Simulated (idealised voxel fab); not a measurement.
Title: Process Module voxel self aligned contacts
For reference, the cross-section in this document is cut, with width 245 nm and square cells of 5 nm.
If you're reading a cross-section in this doc, picture square cells in a grid; it comes to you as bands, top ones listed first down to the bottom, and a band can be one or more rows of cells. For a band, the entry starts with two heights in nm, that of the top and then that of the bottom, and carries on with the band's materials in order from left to right, each alongside its width in nm; the word "all across" beside a single material means it fills the band edge to edge, and "blank" means empty space. Height reference: 0 = level under which incoming wafer is all one material. Lowest band: no bottom, runs on downward, e.g. "0 nm and below". Quick explanation for "30 to 40": the width changes in equal steps down the rows of cells, from the first number in the band's top row to the second number in its bottom row. "left unchanged" for a step: no cell of the cross-section changed in that step. The entry titled "Enclosed void listing" provides the empty spaces that have no open way to the top, restricted to those of 8 cells or more. Each is presented as width x height at distance, the distance being measured from the left edge, with all three in nm. On a step's line, text after the settings is the simulator commenting on that step. overlay nm: mask right of planned place by this much (step with mask). Neg. = left.

## Set out below are the planned steps of the process
1. RECEIVE,material Si
2. OXIDIZE,depth nm 5
3. DIRECTIONAL_DEP,material polySi,thk nm 30
4. DIRECTIONAL_DEP,material SiN,thk nm 20
5. DIRECTIONAL_DEP,material aC,thk nm 10
6. PATTERN,tone cover,mask id GATE,material resist,width nm 35,pitch nm 80,thk nm 30,overlay nm 0
7. DIRECTIONAL_ETCH,etch materials aC,depth nm 10
8. STRIP,etch materials resist
9. DIRECTIONAL_ETCH,etch materials SiN,depth nm 20
10. DIRECTIONAL_ETCH,etch materials polySi,depth nm 30
11. STRIP,etch materials aC
12. CONFORMAL_DEP,material SiN,thk nm 10
13. DIRECTIONAL_ETCH,etch materials SiN,depth nm 10
14. FILL_DEP,material SiO2,thk nm 10
15. CMP,height nm 55
16. MASKED_ETCH,tone open,mask id CONTACT,width nm 55,etch materials SiO2,depth nm 60,overlay nm 0
17. CONFORMAL_DEP,material TiN,thk nm 5
18. FILL_DEP,material Ru,thk nm 5
19. CMP,height nm 55
20. CONFORMAL_DEP,material SiN,thk nm 5

## First of the two wafers, run per plan

## Received-state cross-section, reflecting completion of step 1
- 0 nm and below: Si all across
- Enclosed void listing: none

## Cross-section: wafer state after step 2
- 0 nm to -5 nm: SiO2 all across
- below -5: unchanged

## Cross-section: wafer state after step 3
- 30 nm to 0 nm: polySi all across
- below 0: unchanged

## Cross-section: wafer state after step 4
- 50 nm to 30 nm: SiN all across
- below 30: unchanged

## Cross-section: wafer state after step 5
- 60 nm to 50 nm: aC all across
- below 50: unchanged

## Cross-section: wafer state after step 6
- 90 nm to 60 nm: blank 65; resist 35; blank 45; resist 35; blank 65
- below 60: unchanged

## Cross-section: wafer state after step 7
- 80 nm to 60 nm: blank 65; resist 35; blank 45; resist 35; blank 65
- 60 nm to 50 nm: blank 65; aC 35; blank 45; aC 35; blank 65
- below 50: unchanged

## Cross-section: wafer state after step 8
- 60 nm to 50 nm: blank 65; aC 35; blank 45; aC 35; blank 65
- below 50: unchanged

## Cross-section: wafer state after step 9
- 60 nm to 50 nm: blank 65; aC 35; blank 45; aC 35; blank 65
- 50 nm to 30 nm: blank 65; SiN 35; blank 45; SiN 35; blank 65
- below 30: unchanged

## Cross-section: wafer state after step 10
- 60 nm to 50 nm: blank 65; aC 35; blank 45; aC 35; blank 65
- 50 nm to 30 nm: blank 65; SiN 35; blank 45; SiN 35; blank 65
- 30 nm to 0 nm: blank 65; polySi 35; blank 45; polySi 35; blank 65
- below 0: unchanged

## Cross-section: wafer state after step 11
- 50 nm to 30 nm: blank 65; SiN 35; blank 45; SiN 35; blank 65
- below 30: unchanged

## Cross-section: wafer state after step 12
- 60 nm to 30 nm: blank 55; SiN 55; blank 25; SiN 55; blank 55
- 30 nm to 10 nm: blank 55; SiN 10; polySi 35; SiN 10; blank 25; SiN 10; polySi 35; SiN 10; blank 55
- 10 nm to 0 nm: SiN 65; polySi 35; SiN 45; polySi 35; SiN 65
- below 0: unchanged

## Cross-section: wafer state after step 13
- 50 nm to 30 nm: blank 55; SiN 55; blank 25; SiN 55; blank 55
- 30 nm to 0 nm: blank 55; SiN 10; polySi 35; SiN 10; blank 25; SiN 10; polySi 35; SiN 10; blank 55
- below 0: unchanged

## Cross-section: wafer state after step 14
- 60 nm to 50 nm: SiO2 all across
- 50 nm to 30 nm: SiO2 55; SiN 55; SiO2 25; SiN 55; SiO2 55
- 30 nm to 0 nm: SiO2 55; SiN 10; polySi 35; SiN 10; SiO2 25; SiN 10; polySi 35; SiN 10; SiO2 55
- below 0: unchanged

## Cross-section: wafer state after step 15
- 55 nm to 50 nm: SiO2 all across
- below 50: unchanged

## Cross-section: wafer state after step 16
- 55 nm to 50 nm: SiO2 95; blank 55; SiO2 95
- 50 nm to 30 nm: SiO2 55; SiN 55; blank 25; SiN 55; SiO2 55
- 30 nm to 0 nm: SiO2 55; SiN 10; polySi 35; SiN 10; blank 25; SiN 10; polySi 35; SiN 10; SiO2 55
- 0 nm to -5 nm: SiO2 110; blank 25; SiO2 110
- below -5: unchanged

## Cross-section: wafer state after step 17
- 60 nm to 55 nm: TiN 100; blank 45; TiN 100
- 55 nm to 50 nm: SiO2 95; TiN 20; blank 15; TiN 20; SiO2 95
- 50 nm to 30 nm: SiO2 55; SiN 55; TiN 5; blank 15; TiN 5; SiN 55; SiO2 55
- 30 nm to 0 nm: SiO2 55; SiN 10; polySi 35; SiN 10; TiN 5; blank 15; TiN 5; SiN 10; polySi 35; SiN 10; SiO2 55
- 0 nm to -5 nm: SiO2 110; TiN 25; SiO2 110
- below -5: unchanged

## Cross-section: wafer state after step 18
- 65 nm to 60 nm: Ru all across
- 60 nm to 55 nm: TiN 100; Ru 45; TiN 100
- 55 nm to 50 nm: SiO2 95; TiN 20; Ru 15; TiN 20; SiO2 95
- 50 nm to 30 nm: SiO2 55; SiN 55; TiN 5; Ru 15; TiN 5; SiN 55; SiO2 55
- 30 nm to 0 nm: SiO2 55; SiN 10; polySi 35; SiN 10; TiN 5; Ru 15; TiN 5; SiN 10; polySi 35; SiN 10; SiO2 55
- below 0: unchanged

## Cross-section: wafer state after step 19
- 55 nm to 50 nm: SiO2 95; TiN 20; Ru 15; TiN 20; SiO2 95
- below 50: unchanged

## Cross-section: wafer state after step 20
- 60 nm to 55 nm: SiN all across
- below 55: unchanged

## Second wafer, same starting conditions and recipe as the first, one mistake in executing it, nothing differs from the first up to and including step 5

## Second wafer at the planned finish of step 6, seen in cross-section
- 90 nm to 60 nm: blank 60; resist 35; blank 45; resist 35; blank 70
- below 60: unchanged

## Second wafer at the planned finish of step 7, seen in cross-section
- 80 nm to 60 nm: blank 60; resist 35; blank 45; resist 35; blank 70
- 60 nm to 50 nm: blank 60; aC 35; blank 45; aC 35; blank 70
- below 50: unchanged

## Second wafer at the planned finish of step 8, seen in cross-section
- 60 nm to 50 nm: blank 60; aC 35; blank 45; aC 35; blank 70
- below 50: unchanged

## Second wafer at the planned finish of step 9, seen in cross-section
- 60 nm to 50 nm: blank 60; aC 35; blank 45; aC 35; blank 70
- 50 nm to 30 nm: blank 60; SiN 35; blank 45; SiN 35; blank 70
- below 30: unchanged

## Second wafer at the planned finish of step 10, seen in cross-section
- 60 nm to 50 nm: blank 60; aC 35; blank 45; aC 35; blank 70
- 50 nm to 30 nm: blank 60; SiN 35; blank 45; SiN 35; blank 70
- 30 nm to 0 nm: blank 60; polySi 35; blank 45; polySi 35; blank 70
- below 0: unchanged

## Second wafer at the planned finish of step 11, seen in cross-section
- 50 nm to 30 nm: blank 60; SiN 35; blank 45; SiN 35; blank 70
- below 30: unchanged

## Second wafer at the planned finish of step 12, seen in cross-section
- 60 nm to 30 nm: blank 50; SiN 55; blank 25; SiN 55; blank 60
- 30 nm to 10 nm: blank 50; SiN 10; polySi 35; SiN 10; blank 25; SiN 10; polySi 35; SiN 10; blank 60
- 10 nm to 0 nm: SiN 60; polySi 35; SiN 45; polySi 35; SiN 70
- below 0: unchanged

## Second wafer at the planned finish of step 13, seen in cross-section
- 50 nm to 30 nm: blank 50; SiN 55; blank 25; SiN 55; blank 60
- 30 nm to 0 nm: blank 50; SiN 10; polySi 35; SiN 10; blank 25; SiN 10; polySi 35; SiN 10; blank 60
- below 0: unchanged

## Second wafer at the planned finish of step 14, seen in cross-section
- 60 nm to 50 nm: SiO2 all across
- 50 nm to 30 nm: SiO2 50; SiN 55; SiO2 25; SiN 55; SiO2 60
- 30 nm to 0 nm: SiO2 50; SiN 10; polySi 35; SiN 10; SiO2 25; SiN 10; polySi 35; SiN 10; SiO2 60
- below 0: unchanged

## Second wafer at the planned finish of step 15, seen in cross-section
- 55 nm to 50 nm: SiO2 all across
- below 50: unchanged

## Second wafer at the planned finish of step 16, seen in cross-section
- 55 nm to 50 nm: SiO2 95; blank 55; SiO2 95
- 50 nm to 30 nm: SiO2 50; SiN 55; blank 25; SiN 55; SiO2 60
- 30 nm to 0 nm: SiO2 50; SiN 10; polySi 35; SiN 10; blank 25; SiN 10; polySi 35; SiN 10; SiO2 60
- 0 nm to -5 nm: SiO2 105; blank 25; SiO2 115
- below -5: unchanged

## Second wafer at the planned finish of step 17, seen in cross-section
- 60 nm to 55 nm: TiN 100; blank 45; TiN 100
- 55 nm to 50 nm: SiO2 95; TiN 15; blank 15; TiN 25; SiO2 95
- 50 nm to 30 nm: SiO2 50; SiN 55; TiN 5; blank 15; TiN 5; SiN 55; SiO2 60
- 30 nm to 0 nm: SiO2 50; SiN 10; polySi 35; SiN 10; TiN 5; blank 15; TiN 5; SiN 10; polySi 35; SiN 10; SiO2 60
- 0 nm to -5 nm: SiO2 105; TiN 25; SiO2 115
- below -5: unchanged

## Second wafer at the planned finish of step 18, seen in cross-section
- 65 nm to 60 nm: Ru all across
- 60 nm to 55 nm: TiN 100; Ru 45; TiN 100
- 55 nm to 50 nm: SiO2 95; TiN 15; Ru 15; TiN 25; SiO2 95
- 50 nm to 30 nm: SiO2 50; SiN 55; TiN 5; Ru 15; TiN 5; SiN 55; SiO2 60
- 30 nm to 0 nm: SiO2 50; SiN 10; polySi 35; SiN 10; TiN 5; Ru 15; TiN 5; SiN 10; polySi 35; SiN 10; SiO2 60
- below 0: unchanged

## Second wafer at the planned finish of step 19, seen in cross-section
- 55 nm to 50 nm: SiO2 95; TiN 15; Ru 15; TiN 25; SiO2 95
- below 50: unchanged

## Second wafer at the planned finish of step 20, seen in cross-section
- 60 nm to 55 nm: SiN all across
- below 55: unchanged
What was done differently from what was planned? off-plan run, step 6, actual operation and settings PATTERN,tone cover,mask id GATE,material resist,width nm 35,pitch nm 80,thk nm 30,overlay nm -5
Comparing end states, the material composition by cell count is preserved from the first wafer to the second, while the locations of the cells are not.
